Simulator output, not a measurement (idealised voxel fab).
This is a process module. Its name is voxel released beams.
Shown is cross-section cut, with a width of 180 nm and square cells of size 5 nm.
We lay out every cross-section as a grid of square cells and spell it out in bands from the top down, where one band means one or more rows of cells.
Heights first: top, then bottom, in nm. Then materials, left to right, each with a width in nm. "throughout" on a single material: fills the band edge to edge. "air": empty space.
Ref level 0: as-received wafer is one material below here. Bottom band extends down with no lower bound ("0..down").
Think of "30..40" as a width that walks from the first number to the second as you go down the band, top row to bottom row, taking equal-sized steps from row to row.
"nothing changed" (step): cross-section cells unchanged, all of them.
Enclosed voids (no open way to top), threshold 8 cells or more, entry "Closed void entries", notation width x height at distance, distance from left edge, nm.
Read whatever lies past the settings on a step's line as the simulator's own remark about the step.
overlay nm: for a step with a mask, the amount by which the mask lay right of where it was planned; a negative amount means left of it.
-- Here's what the planned process steps look like
1,RECEIVE: material Si
2,CONFORMAL_DEP: material SiN, thk nm 10
3,DIRECTIONAL_DEP: material SiO2, thk nm 20
4,PATTERN: tone open, mask id ANCHOR, material resist, width nm 35, thk nm 15, overlay nm 0
5,DIRECTIONAL_ETCH: etch materials SiO2, depth nm 20
6,STRIP: etch materials resist
7,CONFORMAL_DEP: material TiN, thk nm 15
8,DIRECTIONAL_DEP: material aC, thk nm 15
9,PATTERN: tone cover, mask id BEAM, material resist, width nm 100, thk nm 30, overlay nm 0
10,DIRECTIONAL_ETCH: etch materials aC, depth nm 15
11,STRIP: etch materials resist
12,DIRECTIONAL_ETCH: etch materials TiN, depth nm 15
13,STRIP: etch materials aC
14,STRIP: etch materials SiO2
-- As-received wafer cross-section (after step 1)
0..down  Si throughout
Closed void entries: none
-- Cross-section at module end, one run error; start and plan unchanged from above
60..45  SiN=55  air=5  SiN=120
45..40  TiN=55  air=5  TiN=120
40..30  TiN=55  SiN=5  TiN=120
30..25  SiO2=40  TiN=15  SiN=5  TiN=15  SiO2=105
25..10  SiO2=40  TiN=35  SiO2=105
10..0  SiN throughout
0..down  Si throughout
Closed void entries: none
The mistake made against the process plan was this: the process deviated at step 8: the operation and settings actually run there were DIRECTIONAL_DEP: material SiN, thk nm 15
